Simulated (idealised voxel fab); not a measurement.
process module | voxel capacitor over wiring
cross-section cut | 165 nm wide | cells 5 nm
A cross-section is a grid of square cells, given in bands from the top down. A band is one or more rows of cells.
Each band's line starts with the height of the band's top and of its bottom, in nm. Then come its materials from left to right, each with its width in nm. One material with "throughout" fills the band from edge to edge. "air" is empty space.
Height 0 is the level under which the wafer as received is all one material. The lowest band goes on downwards, as in "0 down".
A width such as "30 to 40" changes by the same amount from each row of cells to the next, from the band's top row to its bottom row.
"no change" after a step means that no cell of the cross-section changed.
closed voids: empty space of 8 cells or more with no open way to the top, each as width x height at its distance from the left edge, in nm
after a step's settings: what the simulator itself notes on the step
overlay nm, on a step with a mask: how far to the right of its planned place the mask lay; to the left if negative
plan
1 op RECEIVE | material Si
2 op CONFORMAL_DEP | material SiO2 | thk nm 15
3 op CONFORMAL_DEP | material SiN | thk nm 5
4 op DIRECTIONAL_DEP | material lowk | thk nm 20
5 op PATTERN | tone open | mask id METAL_1 | material resist | width nm 25 | pitch nm 90 | thk nm 15 | overlay nm 0
6 op DIRECTIONAL_ETCH | etch materials lowk | depth nm 20
7 op DIRECTIONAL_ETCH | etch materials SiN | depth nm 5
8 op STRIP | etch materials resist
9 op CONFORMAL_DEP | material TiN | thk nm 5
10 op FILL_DEP | material W | thk nm 10
11 op CMP | height nm 40
12 op CONFORMAL_DEP | material SiCN | thk nm 5
13 op DIRECTIONAL_DEP | material SiO2 | thk nm 15
14 op MASKED_ETCH | tone open | mask id PLUG_1 | width nm 15 | etch materials SiO2 | depth nm 15 | overlay nm 0
15 op MASKED_ETCH | tone open | mask id PLUG_1 | width nm 15 | etch materials SiCN | depth nm 5 | overlay nm 0
16 op EPI | material Ru | thk nm 10
17 op EPI | material Ru | thk nm 10
18 op DIRECTIONAL_DEP | material TiN | thk nm 10
19 op DIRECTIONAL_DEP | material SiN | thk nm 5
20 op DIRECTIONAL_DEP | material TiN | thk nm 10
21 op PATTERN | tone cover | mask id UPPER_PLATE | material resist | width nm 70 | thk nm 20 | overlay nm 0
22 op DIRECTIONAL_ETCH | etch materials TiN | depth nm 10
23 op DIRECTIONAL_ETCH | etch materials SiN | depth nm 5
24 op STRIP | etch materials resist
25 op MASKED_ETCH | tone cover | mask id LOWER_PLATE | width nm 80 | etch materials TiN | depth nm 10 | overlay nm 0
26 op FILL_DEP | material SiO2 | thk nm 20
27 op CMP | height nm 100
28 op DIRECTIONAL_DEP | material aC | thk nm 15
29 op PATTERN | tone open | mask id PLUG_2 | material resist | width nm 15 | thk nm 35 | overlay nm 0
30 op DIRECTIONAL_ETCH | etch materials aC | depth nm 15
31 op STRIP | etch materials resist
32 op DIRECTIONAL_ETCH | etch materials SiO2 | depth nm 15
33 op STRIP | etch materials aC
34 op CONFORMAL_DEP | material TiN | thk nm 5
35 op FILL_DEP | material Ru | thk nm 10
36 op CMP | height nm 100
37 op CONFORMAL_DEP | material SiCN | thk nm 5
varied across the wafers: width nm of step 14. The plan shows the first wafer's value. All wafers start alike
first wafer as received, after step 1
  0 down: Si throughout
  closed voids: none
first wafer at the end, after step 37
  105 to 100: SiCN throughout
  100 to 90: SiO2 45 | TiN 5 | Ru 5 | TiN 5 | SiO2 105
  90 to 85: SiO2 45 | TiN 15 | SiO2 105
  85 to 75: SiO2 35 | TiN 70 | SiO2 60
  75 to 70: SiO2 35 | SiN 70 | SiO2 60
  70 to 60: SiO2 30 | TiN 80 | SiO2 55
  60 to 45: SiO2 35 | Ru 15 | SiO2 115
  45 to 40: SiCN 35 | Ru 15 | SiCN 115
  40 to 20: lowk 25 | TiN 5 | W 15 | TiN 5 | lowk 65 | TiN 5 | W 15 | TiN 5 | lowk 25
  20 to 15: SiN 25 | TiN 25 | SiN 65 | TiN 25 | SiN 25
  15 to 0: SiO2 throughout
  0 down: Si throughout
  closed voids: none
last wafer at the end
  105 to 100: SiCN throughout
  100 to 90: SiO2 45 | TiN 5 | Ru 5 | TiN 5 | SiO2 105
  90 to 85: SiO2 45 | TiN 15 | SiO2 105
  85 to 75: SiO2 35 | TiN 70 | SiO2 60
  75 to 70: SiO2 35 | SiN 70 | SiO2 60
  70 to 60: SiO2 30 | TiN 80 | SiO2 55
  60 to 45: SiO2 30 | Ru 30 | SiO2 105
  45 to 40: SiCN 35 | Ru 15 | SiCN 115
  40 to 20: lowk 25 | TiN 5 | W 15 | TiN 5 | lowk 65 | TiN 5 | W 15 | TiN 5 | lowk 25
  20 to 15: SiN 25 | TiN 25 | SiN 65 | TiN 25 | SiN 25
  15 to 0: SiO2 throughout
  0 down: Si throughout
  closed voids: none
each wafer at the end: cells of each material gained (+) or lost (-) since it was received, then its closed voids
width nm 15 | +14 Ru | +63 SiCN | +37 SiN | +370 SiO2 | +93 TiN | +24 W | +92 lowk | closed voids: none
width nm 20 | +17 Ru | +63 SiCN | +37 SiN | +367 SiO2 | +93 TiN | +24 W | +92 lowk | closed voids: none
width nm 25 | +20 Ru | +63 SiCN | +37 SiN | +364 SiO2 | +93 TiN | +24 W | +92 lowk | closed voids: none
width nm 30 | +23 Ru | +63 SiCN | +37 SiN | +361 SiO2 | +93 TiN | +24 W | +92 lowk | closed voids: none
